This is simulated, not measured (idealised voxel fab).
process module | voxel capacitor over wiring
cross-section cut | 245 nm wide | cells 5 nm
A cross-section is a grid of square cells, given in bands from the top down. A band is one or more rows of cells.
Each band's line starts with the height of the band's top and of its bottom, in nm. Then come its materials from left to right, each with its width in nm. One material with "throughout" fills the band from edge to edge. "air" is empty space.
Height 0 is the level under which the wafer as received is all one material. The lowest band goes on downwards, as in "0 down".
A width such as "30 to 40" changes by the same amount from each row of cells to the next, from the band's top row to its bottom row.
"no change" after a step means that no cell of the cross-section changed.
closed voids: empty space of 8 cells or more with no open way to the top, each as width x height at its distance from the left edge, in nm
after a step's settings: what the simulator itself notes on the step
overlay nm, on a step with a mask: how far to the right of its planned place the mask lay; to the left if negative
plan
1 op RECEIVE | material Si
2 op CONFORMAL_DEP | material SiO2 | thk nm 15
3 op CONFORMAL_DEP | material SiN | thk nm 5
4 op DIRECTIONAL_DEP | material SiO2 | thk nm 25
5 op DIRECTIONAL_DEP | material aC | thk nm 10
6 op PATTERN | tone open | mask id METAL_1 | material resist | width nm 30 | pitch nm 95 | thk nm 30 | overlay nm 0
7 op DIRECTIONAL_ETCH | etch materials aC | depth nm 10
8 op STRIP | etch materials resist
9 op DIRECTIONAL_ETCH | etch materials SiO2 | depth nm 25
10 op DIRECTIONAL_ETCH | etch materials SiN | depth nm 5
11 op STRIP | etch materials aC
12 op CONFORMAL_DEP | material TiN | thk nm 5
13 op FILL_DEP | material Cu | thk nm 10
14 op CMP | height nm 45
15 op CONFORMAL_DEP | material SiCN | thk nm 5
16 op DIRECTIONAL_DEP | material SiO2 | thk nm 15
17 op PATTERN | tone open | mask id PLUG_1 | material resist | width nm 15 | thk nm 20 | overlay nm 0
18 op DIRECTIONAL_ETCH | etch materials SiO2 | depth nm 15
19 op DIRECTIONAL_ETCH | etch materials SiCN | depth nm 5
20 op STRIP | etch materials resist
21 op CONFORMAL_DEP | material TiN | thk nm 5
22 op FILL_DEP | material Cu | thk nm 10
23 op CMP | height nm 65
24 op DIRECTIONAL_DEP | material TiN | thk nm 10
25 op DIRECTIONAL_DEP | material HfO2 | thk nm 5
26 op DIRECTIONAL_DEP | material TiN | thk nm 5
27 op PATTERN | tone cover | mask id UPPER_PLATE | material resist | width nm 70 | thk nm 15 | overlay nm 0
28 op DIRECTIONAL_ETCH | etch materials TiN | depth nm 5
29 op DIRECTIONAL_ETCH | etch materials HfO2 | depth nm 5
30 op STRIP | etch materials resist
31 op DIRECTIONAL_DEP | material aC | thk nm 10
32 op PATTERN | tone cover | mask id LOWER_PLATE | material resist | width nm 80 | thk nm 30 | overlay nm 0
33 op DIRECTIONAL_ETCH | etch materials aC | depth nm 10
34 op STRIP | etch materials resist
35 op DIRECTIONAL_ETCH | etch materials TiN | depth nm 10
36 op STRIP | etch materials aC
37 op FILL_DEP | material SiO2 | thk nm 15
38 op CMP | height nm 95
39 op DIRECTIONAL_DEP | material aC | thk nm 15
40 op PATTERN | tone open | mask id PLUG_2 | material resist | width nm 15 | thk nm 35 | overlay nm 0
41 op DIRECTIONAL_ETCH | etch materials aC | depth nm 15
42 op STRIP | etch materials resist
43 op DIRECTIONAL_ETCH | etch materials SiO2 | depth nm 10
44 op STRIP | etch materials aC
45 op CONFORMAL_DEP | material TiN | thk nm 5
46 op FILL_DEP | material W | thk nm 10
47 op CMP | height nm 95
48 op CONFORMAL_DEP | material SiN | thk nm 5
first wafer, as planned
as received, after step 1
  0 down: Si throughout
  closed voids: none
after step 2
  15 to 0: SiO2 throughout
  below 0: unchanged
after step 3
  20 to 15: SiN throughout
  below 15: unchanged
after step 4
  45 to 20: SiO2 throughout
  below 20: unchanged
after step 5
  55 to 45: aC throughout
  below 45: unchanged
after step 6
  85 to 55: resist 60 | air 30 | resist 65 | air 30 | resist 60
  below 55: unchanged
after step 7
  75 to 55: resist 60 | air 30 | resist 65 | air 30 | resist 60
  55 to 45: aC 60 | air 30 | aC 65 | air 30 | aC 60
  below 45: unchanged
after step 8
  55 to 45: aC 60 | air 30 | aC 65 | air 30 | aC 60
  below 45: unchanged
after step 9
  55 to 45: aC 60 | air 30 | aC 65 | air 30 | aC 60
  45 to 20: SiO2 60 | air 30 | SiO2 65 | air 30 | SiO2 60
  below 20: unchanged
after step 10
  55 to 45: aC 60 | air 30 | aC 65 | air 30 | aC 60
  45 to 20: SiO2 60 | air 30 | SiO2 65 | air 30 | SiO2 60
  20 to 15: SiN 60 | air 30 | SiN 65 | air 30 | SiN 60
  below 15: unchanged
after step 11
  45 to 20: SiO2 60 | air 30 | SiO2 65 | air 30 | SiO2 60
  below 20: unchanged
after step 12
  50 to 45: TiN 65 | air 20 | TiN 75 | air 20 | TiN 65
  45 to 20: SiO2 60 | TiN 5 | air 20 | TiN 5 | SiO2 65 | TiN 5 | air 20 | TiN 5 | SiO2 60
  20 to 15: SiN 60 | TiN 30 | SiN 65 | TiN 30 | SiN 60
  below 15: unchanged
after step 13
  60 to 50: Cu throughout
  50 to 45: TiN 65 | Cu 20 | TiN 75 | Cu 20 | TiN 65
  45 to 20: SiO2 60 | TiN 5 | Cu 20 | TiN 5 | SiO2 65 | TiN 5 | Cu 20 | TiN 5 | SiO2 60
  below 20: unchanged
after step 14
  45 to 20: SiO2 60 | TiN 5 | Cu 20 | TiN 5 | SiO2 65 | TiN 5 | Cu 20 | TiN 5 | SiO2 60
  below 20: unchanged
after step 15
  50 to 45: SiCN throughout
  below 45: unchanged
after step 16
  65 to 50: SiO2 throughout
  below 50: unchanged
after step 17
  85 to 65: resist 75 | air 15 | resist 155
  below 65: unchanged
after step 18
  85 to 65: resist 75 | air 15 | resist 155
  65 to 50: SiO2 75 | air 15 | SiO2 155
  below 50: unchanged
after step 19
  85 to 65: resist 75 | air 15 | resist 155
  65 to 50: SiO2 75 | air 15 | SiO2 155
  50 to 45: SiCN 75 | air 15 | SiCN 155
  below 45: unchanged
after step 20
  65 to 50: SiO2 75 | air 15 | SiO2 155
  below 50: unchanged
after step 21
  70 to 65: TiN 80 | air 5 | TiN 160
  65 to 50: SiO2 75 | TiN 5 | air 5 | TiN 5 | SiO2 155
  50 to 45: SiCN 75 | TiN 15 | SiCN 155
  below 45: unchanged
after step 22
  80 to 70: Cu throughout
  70 to 65: TiN 80 | Cu 5 | TiN 160
  65 to 50: SiO2 75 | TiN 5 | Cu 5 | TiN 5 | SiO2 155
  below 50: unchanged
after step 23
  65 to 50: SiO2 75 | TiN 5 | Cu 5 | TiN 5 | SiO2 155
  below 50: unchanged
after step 24
  75 to 65: TiN throughout
  below 65: unchanged
after step 25
  80 to 75: HfO2 throughout
  below 75: unchanged
after step 26
  85 to 80: TiN throughout
  below 80: unchanged
after step 27
  100 to 85: air 75 | resist 70 | air 100
  below 85: unchanged
after step 28
  100 to 85: air 75 | resist 70 | air 100
  85 to 80: air 75 | TiN 70 | air 100
  below 80: unchanged
after step 29
  100 to 85: air 75 | resist 70 | air 100
  85 to 80: air 75 | TiN 70 | air 100
  80 to 75: air 75 | HfO2 70 | air 100
  below 75: unchanged
after step 30
  85 to 80: air 75 | TiN 70 | air 100
  below 80: unchanged
after step 31
  95 to 85: air 75 | aC 70 | air 100
  85 to 80: aC 75 | TiN 70 | aC 100
  80 to 75: aC 75 | HfO2 70 | aC 100
  below 75: unchanged
after step 32
  125 to 95: air 70 | resist 80 | air 95
  95 to 85: air 70 | resist 5 | aC 70 | resist 5 | air 95
  below 85: unchanged
after step 33
  115 to 95: air 70 | resist 80 | air 95
  95 to 85: air 70 | resist 5 | aC 70 | resist 5 | air 95
  85 to 80: air 70 | aC 5 | TiN 70 | aC 5 | air 95
  80 to 75: air 70 | aC 5 | HfO2 70 | aC 5 | air 95
  below 75: unchanged
after step 34
  95 to 85: air 75 | aC 70 | air 100
  below 85: unchanged
after step 35
  95 to 85: air 75 | aC 70 | air 100
  85 to 80: air 70 | aC 5 | TiN 70 | aC 5 | air 95
  80 to 75: air 70 | aC 5 | HfO2 70 | aC 5 | air 95
  75 to 65: air 70 | TiN 80 | air 95
  below 65: unchanged
after step 36
  85 to 80: air 75 | TiN 70 | air 100
  80 to 75: air 75 | HfO2 70 | air 100
  below 75: unchanged
after step 37
  100 to 85: SiO2 throughout
  85 to 80: SiO2 75 | TiN 70 | SiO2 100
  80 to 75: SiO2 75 | HfO2 70 | SiO2 100
  75 to 65: SiO2 70 | TiN 80 | SiO2 95
  below 65: unchanged
after step 38
  95 to 85: SiO2 throughout
  below 85: unchanged
after step 39
  110 to 95: aC throughout
  below 95: unchanged
after step 40
  145 to 110: resist 85 | air 15 | resist 145
  below 110: unchanged
after step 41
  130 to 110: resist 85 | air 15 | resist 145
  110 to 95: aC 85 | air 15 | aC 145
  below 95: unchanged
after step 42
  110 to 95: aC 85 | air 15 | aC 145
  below 95: unchanged
after step 43
  110 to 95: aC 85 | air 15 | aC 145
  95 to 85: SiO2 85 | air 15 | SiO2 145
  below 85: unchanged
after step 44
  95 to 85: SiO2 85 | air 15 | SiO2 145
  below 85: unchanged
after step 45
  100 to 95: TiN 90 | air 5 | TiN 150
  95 to 90: SiO2 85 | TiN 5 | air 5 | TiN 5 | SiO2 145
  90 to 80: SiO2 85 to 75 | TiN 15 to 70 | SiO2 145 to 100
  below 80: unchanged
after step 46
  110 to 100: W throughout
  100 to 95: TiN 90 | W 5 | TiN 150
  95 to 90: SiO2 85 | TiN 5 | W 5 | TiN 5 | SiO2 145
  below 90: unchanged
after step 47
  95 to 90: SiO2 85 | TiN 5 | W 5 | TiN 5 | SiO2 145
  below 90: unchanged
after step 48
  100 to 95: SiN throughout
  below 95: unchanged
second wafer: like start, like plan, one mistake. Through step 31 it matches the first wafer
when step 32 should have ended
  125 to 95: air 60 | resist 80 | air 105
  95 to 85: air 60 | resist 15 | aC 70 | air 100
  below 85: unchanged
when step 33 should have ended
  115 to 95: air 60 | resist 80 | air 105
  95 to 85: air 60 | resist 15 | aC 65 | air 105
  85 to 80: air 60 | aC 15 | TiN 70 | air 100
  80 to 75: air 60 | aC 15 | HfO2 70 | air 100
  below 75: unchanged
when step 34 should have ended
  95 to 85: air 75 | aC 65 | air 105
  below 85: unchanged
when step 35 should have ended
  95 to 85: air 75 | aC 65 | air 105
  85 to 80: air 60 | aC 15 | TiN 65 | air 105
  80 to 75: air 60 | aC 15 | HfO2 70 | air 100
  75 to 65: air 60 | TiN 85 | air 100
  below 65: unchanged
when step 36 should have ended
  85 to 80: air 75 | TiN 65 | air 105
  80 to 75: air 75 | HfO2 70 | air 100
  below 75: unchanged
when step 37 should have ended
  100 to 85: SiO2 throughout
  85 to 80: SiO2 75 | TiN 65 | SiO2 105
  80 to 75: SiO2 75 | HfO2 70 | SiO2 100
  75 to 65: SiO2 60 | TiN 85 | SiO2 100
  below 65: unchanged
when step 38 should have ended
  95 to 85: SiO2 throughout
  below 85: unchanged
when step 39 should have ended
  110 to 95: aC throughout
  below 95: unchanged
when step 40 should have ended
  145 to 110: resist 85 | air 15 | resist 145
  below 110: unchanged
when step 41 should have ended
  130 to 110: resist 85 | air 15 | resist 145
  110 to 95: aC 85 | air 15 | aC 145
  below 95: unchanged
when step 42 should have ended
  110 to 95: aC 85 | air 15 | aC 145
  below 95: unchanged
when step 43 should have ended
  110 to 95: aC 85 | air 15 | aC 145
  95 to 85: SiO2 85 | air 15 | SiO2 145
  below 85: unchanged
when step 44 should have ended
  95 to 85: SiO2 85 | air 15 | SiO2 145
  below 85: unchanged
when step 45 should have ended
  100 to 95: TiN 90 | air 5 | TiN 150
  95 to 90: SiO2 85 | TiN 5 | air 5 | TiN 5 | SiO2 145
  90 to 80: SiO2 85 to 75 | TiN 15 to 65 | SiO2 145 to 105
  below 80: unchanged
when step 46 should have ended
  110 to 100: W throughout
  100 to 95: TiN 90 | W 5 | TiN 150
  95 to 90: SiO2 85 | TiN 5 | W 5 | TiN 5 | SiO2 145
  below 90: unchanged
when step 47 should have ended
  95 to 90: SiO2 85 | TiN 5 | W 5 | TiN 5 | SiO2 145
  below 90: unchanged
when step 48 should have ended
  100 to 95: SiN throughout
  below 95: unchanged
what went wrong: step 32 ran as: op PATTERN | tone cover | mask id LOWER_PLATE | material resist | width nm 80 | thk nm 30 | overlay nm -10
at the end the second wafer has, in cells: 1 fewer of SiO2 | 1 more of TiN
